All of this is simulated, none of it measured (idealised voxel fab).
voxel ribs on slabs: a process module
195 nm wide, 5 nm square cells: that's cross-section cut.
Cross-sections here: square-cell grids, written as top-down lists of bands, a band being one or more rows of cells.
Quick guide to a band line: top height, bottom height (nm) up front; then every material left to right with its width in nm. Only one material and it's marked "throughout"? Then it fills the band edge to edge. And "blank" just means empty space.
Beneath 0, the wafer as received is one material, and that level is where height counting begins. The lowest band goes on downward without a bottom; it is written like "0 -> down".
So if you see something like "30 to 40" for the width, read it as the top row of the band sitting at the first number and the bottom row at the second, with every row in between moving by the same amount as the last.
For the purposes of this document, the phrase "nothing got changed" attached to a step denotes that no cell within the cross-section was modified by that step.
"Enclosed empty spaces" means: voids of 8 cells or more that are shut off from the top with no open way through. Written width x height at distance, distance from the left edge, in nm.
Anything after a step's settings on that line? It's the simulator's own note about the step.
overlay nm: mask right of planned place by this much (step with mask). Neg. = left.
SET OUT BELOW ARE THE PLANNED STEPS OF THE PROCESS
1,RECEIVE, material Si
2,DIRECTIONAL_DEP, material SiO2, thk nm 20
3,DIRECTIONAL_DEP, material polySi, thk nm 15
4,MASKED_ETCH, tone cover, mask id RIB, width nm 15, etch materials polySi, depth nm 5, overlay nm 0
5,DIRECTIONAL_DEP, material aC, thk nm 15
6,PATTERN, tone cover, mask id SLAB, material resist, width nm 55, thk nm 35, overlay nm 0
7,DIRECTIONAL_ETCH, etch materials aC, depth nm 15
8,STRIP, etch materials resist
9,DIRECTIONAL_ETCH, etch materials polySi, depth nm 10
10,STRIP, etch materials aC
11,FILL_DEP, material SiO2, thk nm 30
12,CMP, height nm 55
13,DIRECTIONAL_DEP, material TiN, thk nm 5
14,DIRECTIONAL_DEP, material aC, thk nm 15
15,PATTERN, tone cover, mask id HEATER, material resist, width nm 25, thk nm 30, overlay nm 0
16,DIRECTIONAL_ETCH, etch materials aC, depth nm 15
17,STRIP, etch materials resist
18,DIRECTIONAL_ETCH, etch materials TiN, depth nm 5
19,STRIP, etch materials aC
20,CONFORMAL_DEP, material SiN, thk nm 5
FIRST OF TWO WAFERS: RUN AS PLANNED
DELIVERED WAFER IN CROSS-SECTION: STATE AFTER STEP 1
* 0 -> down  Si throughout
* Enclosed empty spaces: none
ONCE STEP 2 IS THROUGH, THE WAFER LOOKS LIKE THIS IN CROSS-SECTION
* 20 -> 0  SiO2 throughout
* Unchanged below 0.
ONCE STEP 3 IS THROUGH, THE WAFER LOOKS LIKE THIS IN CROSS-SECTION
* 35 -> 20  polySi throughout
* Unchanged below 20.
ONCE STEP 4 IS THROUGH, THE WAFER LOOKS LIKE THIS IN CROSS-SECTION
* 35 -> 30  90 nm blank; 15 nm polySi; 90 nm blank
* Unchanged below 30.
ONCE STEP 5 IS THROUGH, THE WAFER LOOKS LIKE THIS IN CROSS-SECTION
* 50 -> 45  90 nm blank; 15 nm aC; 90 nm blank
* 45 -> 35  aC throughout
* 35 -> 30  90 nm aC; 15 nm polySi; 90 nm aC
* Unchanged below 30.
ONCE STEP 6 IS THROUGH, THE WAFER LOOKS LIKE THIS IN CROSS-SECTION
* 85 -> 50  70 nm blank; 55 nm resist; 70 nm blank
* 50 -> 45  70 nm blank; 20 nm resist; 15 nm aC; 20 nm resist; 70 nm blank
* Unchanged below 45.
ONCE STEP 7 IS THROUGH, THE WAFER LOOKS LIKE THIS IN CROSS-SECTION
* 70 -> 50  70 nm blank; 55 nm resist; 70 nm blank
* 50 -> 45  70 nm blank; 20 nm resist; 15 nm aC; 20 nm resist; 70 nm blank
* 45 -> 35  70 nm blank; 55 nm aC; 70 nm blank
* 35 -> 30  70 nm blank; 20 nm aC; 15 nm polySi; 20 nm aC; 70 nm blank
* Unchanged below 30.
ONCE STEP 8 IS THROUGH, THE WAFER LOOKS LIKE THIS IN CROSS-SECTION
* 50 -> 45  90 nm blank; 15 nm aC; 90 nm blank
* Unchanged below 45.
ONCE STEP 9 IS THROUGH, THE WAFER LOOKS LIKE THIS IN CROSS-SECTION
* 50 -> 45  90 nm blank; 15 nm aC; 90 nm blank
* 45 -> 35  70 nm blank; 55 nm aC; 70 nm blank
* 35 -> 30  70 nm blank; 20 nm aC; 15 nm polySi; 20 nm aC; 70 nm blank
* 30 -> 20  70 nm blank; 55 nm polySi; 70 nm blank
* Unchanged below 20.
ONCE STEP 10 IS THROUGH, THE WAFER LOOKS LIKE THIS IN CROSS-SECTION
* 35 -> 30  90 nm blank; 15 nm polySi; 90 nm blank
* Unchanged below 30.
ONCE STEP 11 IS THROUGH, THE WAFER LOOKS LIKE THIS IN CROSS-SECTION
* 65 -> 35  SiO2 throughout
* 35 -> 30  90 nm SiO2; 15 nm polySi; 90 nm SiO2
* 30 -> 20  70 nm SiO2; 55 nm polySi; 70 nm SiO2
* Unchanged below 20.
ONCE STEP 12 IS THROUGH, THE WAFER LOOKS LIKE THIS IN CROSS-SECTION
* 55 -> 35  SiO2 throughout
* Unchanged below 35.
ONCE STEP 13 IS THROUGH, THE WAFER LOOKS LIKE THIS IN CROSS-SECTION
* 60 -> 55  TiN throughout
* Unchanged below 55.
ONCE STEP 14 IS THROUGH, THE WAFER LOOKS LIKE THIS IN CROSS-SECTION
* 75 -> 60  aC throughout
* Unchanged below 60.
ONCE STEP 15 IS THROUGH, THE WAFER LOOKS LIKE THIS IN CROSS-SECTION
* 105 -> 75  85 nm blank; 25 nm resist; 85 nm blank
* Unchanged below 75.
ONCE STEP 16 IS THROUGH, THE WAFER LOOKS LIKE THIS IN CROSS-SECTION
* 90 -> 75  85 nm blank; 25 nm resist; 85 nm blank
* 75 -> 60  85 nm blank; 25 nm aC; 85 nm blank
* Unchanged below 60.
ONCE STEP 17 IS THROUGH, THE WAFER LOOKS LIKE THIS IN CROSS-SECTION
* 75 -> 60  85 nm blank; 25 nm aC; 85 nm blank
* Unchanged below 60.
ONCE STEP 18 IS THROUGH, THE WAFER LOOKS LIKE THIS IN CROSS-SECTION
* 75 -> 60  85 nm blank; 25 nm aC; 85 nm blank
* 60 -> 55  85 nm blank; 25 nm TiN; 85 nm blank
* Unchanged below 55.
ONCE STEP 19 IS THROUGH, THE WAFER LOOKS LIKE THIS IN CROSS-SECTION
* 60 -> 55  85 nm blank; 25 nm TiN; 85 nm blank
* Unchanged below 55.
ONCE STEP 20 IS THROUGH, THE WAFER LOOKS LIKE THIS IN CROSS-SECTION
* 65 -> 60  80 nm blank; 35 nm SiN; 80 nm blank
* 60 -> 55  85 nm SiN; 25 nm TiN; 85 nm SiN
* Unchanged below 55.
SECOND WAFER. START AND PLAN AS FOR THE FIRST. ONE MISTAKE MADE IN RUNNING. AGREES WITH THE FIRST UP TO AND INCLUDING STEP 5
CROSS-SECTIONAL VIEW OF THE SECOND WAFER AT THE INTENDED END TIME OF PROCESS STEP 6
* 85 -> 50  70 nm blank; 60 nm resist; 65 nm blank
* 50 -> 45  70 nm blank; 20 nm resist; 15 nm aC; 25 nm resist; 65 nm blank
* Unchanged below 45.
CROSS-SECTIONAL VIEW OF THE SECOND WAFER AT THE INTENDED END TIME OF PROCESS STEP 7
* 70 -> 50  70 nm blank; 60 nm resist; 65 nm blank
* 50 -> 45  70 nm blank; 20 nm resist; 15 nm aC; 25 nm resist; 65 nm blank
* 45 -> 35  70 nm blank; 60 nm aC; 65 nm blank
* 35 -> 30  70 nm blank; 20 nm aC; 15 nm polySi; 25 nm aC; 65 nm blank
* Unchanged below 30.
CROSS-SECTIONAL VIEW OF THE SECOND WAFER AT THE INTENDED END TIME OF PROCESS STEP 8
* 50 -> 45  90 nm blank; 15 nm aC; 90 nm blank
* Unchanged below 45.
CROSS-SECTIONAL VIEW OF THE SECOND WAFER AT THE INTENDED END TIME OF PROCESS STEP 9
* 50 -> 45  90 nm blank; 15 nm aC; 90 nm blank
* 45 -> 35  70 nm blank; 60 nm aC; 65 nm blank
* 35 -> 30  70 nm blank; 20 nm aC; 15 nm polySi; 25 nm aC; 65 nm blank
* 30 -> 20  70 nm blank; 60 nm polySi; 65 nm blank
* Unchanged below 20.
CROSS-SECTIONAL VIEW OF THE SECOND WAFER AT THE INTENDED END TIME OF PROCESS STEP 10
* 35 -> 30  90 nm blank; 15 nm polySi; 90 nm blank
* Unchanged below 30.
CROSS-SECTIONAL VIEW OF THE SECOND WAFER AT THE INTENDED END TIME OF PROCESS STEP 11
* 65 -> 35  SiO2 throughout
* 35 -> 30  90 nm SiO2; 15 nm polySi; 90 nm SiO2
* 30 -> 20  70 nm SiO2; 60 nm polySi; 65 nm SiO2
* Unchanged below 20.
CROSS-SECTIONAL VIEW OF THE SECOND WAFER AT THE INTENDED END TIME OF PROCESS STEP 12
* 55 -> 35  SiO2 throughout
* Unchanged below 35.
CROSS-SECTIONAL VIEW OF THE SECOND WAFER AT THE INTENDED END TIME OF PROCESS STEP 13
* 60 -> 55  TiN throughout
* Unchanged below 55.
CROSS-SECTIONAL VIEW OF THE SECOND WAFER AT THE INTENDED END TIME OF PROCESS STEP 14
* 75 -> 60  aC throughout
* Unchanged below 60.
CROSS-SECTIONAL VIEW OF THE SECOND WAFER AT THE INTENDED END TIME OF PROCESS STEP 15
* 105 -> 75  85 nm blank; 25 nm resist; 85 nm blank
* Unchanged below 75.
CROSS-SECTIONAL VIEW OF THE SECOND WAFER AT THE INTENDED END TIME OF PROCESS STEP 16
* 90 -> 75  85 nm blank; 25 nm resist; 85 nm blank
* 75 -> 60  85 nm blank; 25 nm aC; 85 nm blank
* Unchanged below 60.
CROSS-SECTIONAL VIEW OF THE SECOND WAFER AT THE INTENDED END TIME OF PROCESS STEP 17
* 75 -> 60  85 nm blank; 25 nm aC; 85 nm blank
* Unchanged below 60.
CROSS-SECTIONAL VIEW OF THE SECOND WAFER AT THE INTENDED END TIME OF PROCESS STEP 18
* 75 -> 60  85 nm blank; 25 nm aC; 85 nm blank
* 60 -> 55  85 nm blank; 25 nm TiN; 85 nm blank
* Unchanged below 55.
CROSS-SECTIONAL VIEW OF THE SECOND WAFER AT THE INTENDED END TIME OF PROCESS STEP 19
* 60 -> 55  85 nm blank; 25 nm TiN; 85 nm blank
* Unchanged below 55.
CROSS-SECTIONAL VIEW OF THE SECOND WAFER AT THE INTENDED END TIME OF PROCESS STEP 20
* 65 -> 60  80 nm blank; 35 nm SiN; 80 nm blank
* 60 -> 55  85 nm SiN; 25 nm TiN; 85 nm SiN
* Unchanged below 55.
What broke from the plan during processing? step 6: run off-plan, actual operation and settings PATTERN, tone cover, mask id SLAB, material resist, width nm 60, thk nm 35, overlay nm 0
Wafer comparison, final, in cells, second relative to first, materials more or fewer: SiO2 -2; polySi +2
